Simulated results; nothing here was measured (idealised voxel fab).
process module | voxel wiring stack
cross-section cut | 220 nm wide | cells 5 nm
A cross-section is a grid of square cells, given in bands from the top down. A band is one or more rows of cells.
Each band's line starts with the height of the band's top and of its bottom, in nm. Then come its materials from left to right, each with its width in nm. One material with "throughout" fills the band from edge to edge. "air" is empty space.
Height 0 is the level under which the wafer as received is all one material. The lowest band goes on downwards, as in "0 down".
A width such as "30 to 40" changes by the same amount from each row of cells to the next, from the band's top row to its bottom row.
"no change" after a step means that no cell of the cross-section changed.
closed voids: empty space of 8 cells or more with no open way to the top, each as width x height at its distance from the left edge, in nm
after a step's settings: what the simulator itself notes on the step
overlay nm, on a step with a mask: how far to the right of its planned place the mask lay; to the left if negative
plan
1 op RECEIVE | material Si
2 op CONFORMAL_DEP | material SiO2 | thk nm 15
3 op CONFORMAL_DEP | material SiN | thk nm 5
4 op DIRECTIONAL_DEP | material SiO2 | thk nm 25
5 op DIRECTIONAL_DEP | material aC | thk nm 15
6 op PATTERN | tone open | mask id METAL_1 | material resist | width nm 20 | pitch nm 50 | thk nm 35 | overlay nm 0
7 op DIRECTIONAL_ETCH | etch materials aC | depth nm 15
8 op STRIP | etch materials resist
9 op DIRECTIONAL_ETCH | etch materials SiO2 | depth nm 25
10 op DIRECTIONAL_ETCH | etch materials SiN | depth nm 5
11 op STRIP | etch materials aC
12 op CONFORMAL_DEP | material TiN | thk nm 5
13 op FILL_DEP | material W | thk nm 5
14 op CMP | height nm 45
15 op EPI | material Ru | thk nm 5
16 op FILL_DEP | material SiCN | thk nm 5
17 op DIRECTIONAL_DEP | material lowk | thk nm 35
18 op MASKED_ETCH | tone open | mask id METAL_2 | width nm 30 | pitch nm 50 | etch materials lowk | depth nm 20 | overlay nm 0
19 op MASKED_ETCH | tone open | mask id METAL_2_HOLES | width nm 15 | pitch nm 50 | etch materials lowk | depth nm 15 | overlay nm 0
20 op MASKED_ETCH | tone open | mask id METAL_2_HOLES | width nm 15 | pitch nm 50 | etch materials SiCN | depth nm 5 | overlay nm 0
21 op CONFORMAL_DEP | material TiN | thk nm 5
22 op FILL_DEP | material Cu | thk nm 10
23 op CMP | height nm 90
24 op CONFORMAL_DEP | material SiCN | thk nm 5
varied across the wafers: width nm of step 6. The plan shows the first wafer's value. All wafers start alike
first wafer as received, after step 1
  0 down: Si throughout
  closed voids: none
first wafer at the end, after step 24
  95 to 90: SiCN throughout
  90 to 75: lowk 20 | TiN 5 | Cu 20 | TiN 5 | lowk 20 | TiN 5 | Cu 20 | TiN 5 | lowk 20 | TiN 5 | Cu 20 | TiN 5 | lowk 20 | TiN 5 | Cu 20 | TiN 5 | lowk 20
  75 to 70: lowk 20 | TiN 5 | Cu 5 | TiN 20 | lowk 20 | TiN 5 | Cu 5 | TiN 20 | lowk 20 | TiN 5 | Cu 5 | TiN 20 | lowk 20 | TiN 5 | Cu 5 | TiN 20 | lowk 20
  70 to 55: lowk 20 | TiN 5 | Cu 5 | TiN 5 | lowk 35 | TiN 5 | Cu 5 | TiN 5 | lowk 35 | TiN 5 | Cu 5 | TiN 5 | lowk 35 | TiN 5 | Cu 5 | TiN 5 | lowk 35
  55 to 50: SiCN 20 | TiN 15 | SiCN 35 | TiN 15 | SiCN 35 | TiN 15 | SiCN 35 | TiN 15 | SiCN 35
  50 to 45: SiCN 20 | Ru 30 | SiCN 20 | Ru 30 | SiCN 20 | Ru 30 | SiCN 20 | Ru 30 | SiCN 20
  45 to 20: SiO2 25 | TiN 5 | W 10 | TiN 5 | SiO2 30 | TiN 5 | W 10 | TiN 5 | SiO2 30 | TiN 5 | W 10 | TiN 5 | SiO2 30 | TiN 5 | W 10 | TiN 5 | SiO2 25
  20 to 15: SiN 25 | TiN 20 | SiN 30 | TiN 20 | SiN 30 | TiN 20 | SiN 30 | TiN 20 | SiN 25
  15 to 0: SiO2 throughout
  0 down: Si throughout
  closed voids: none
last wafer at the end
  95 to 90: SiCN throughout
  90 to 75: lowk 20 | TiN 5 | Cu 20 | TiN 5 | lowk 20 | TiN 5 | Cu 20 | TiN 5 | lowk 20 | TiN 5 | Cu 20 | TiN 5 | lowk 20 | TiN 5 | Cu 20 | TiN 5 | lowk 20
  75 to 70: lowk 20 | TiN 5 | Cu 5 | TiN 20 | lowk 20 | TiN 5 | Cu 5 | TiN 20 | lowk 20 | TiN 5 | Cu 5 | TiN 20 | lowk 20 | TiN 5 | Cu 5 | TiN 20 | lowk 20
  70 to 55: lowk 20 | TiN 5 | Cu 5 | TiN 5 | lowk 35 | TiN 5 | Cu 5 | TiN 5 | lowk 35 | TiN 5 | Cu 5 | TiN 5 | lowk 35 | TiN 5 | Cu 5 | TiN 5 | lowk 35
  55 to 50: SiCN 20 | TiN 15 | SiCN 35 | TiN 15 | SiCN 35 | TiN 15 | SiCN 35 | TiN 15 | SiCN 35
  50 to 45: SiCN 15 | Ru 45 | SiCN 5 | Ru 45 | SiCN 5 | Ru 45 | SiCN 5 | Ru 45 | SiCN 10
  45 to 20: SiO2 20 | TiN 5 | W 25 | TiN 5 | SiO2 15 | TiN 5 | W 25 | TiN 5 | SiO2 15 | TiN 5 | W 25 | TiN 5 | SiO2 15 | TiN 5 | W 25 | TiN 5 | SiO2 15
  20 to 15: SiN 20 | TiN 35 | SiN 15 | TiN 35 | SiN 15 | TiN 35 | SiN 15 | TiN 35 | SiN 15
  15 to 0: SiO2 throughout
  0 down: Si throughout
  closed voids: none
each wafer at the end: cells of each material gained (+) or lost (-) since it was received, then its closed voids
width nm 20 | +64 Cu | +24 Ru | +96 SiCN | +28 SiN | +272 SiO2 | +136 TiN | +40 W | +176 lowk | closed voids: none
width nm 25 | +64 Cu | +28 Ru | +92 SiCN | +24 SiN | +252 SiO2 | +140 TiN | +60 W | +176 lowk | closed voids: none
width nm 30 | +64 Cu | +32 Ru | +88 SiCN | +20 SiN | +232 SiO2 | +144 TiN | +80 W | +176 lowk | closed voids: none
width nm 35 | +64 Cu | +36 Ru | +84 SiCN | +16 SiN | +212 SiO2 | +148 TiN | +100 W | +176 lowk | closed voids: none
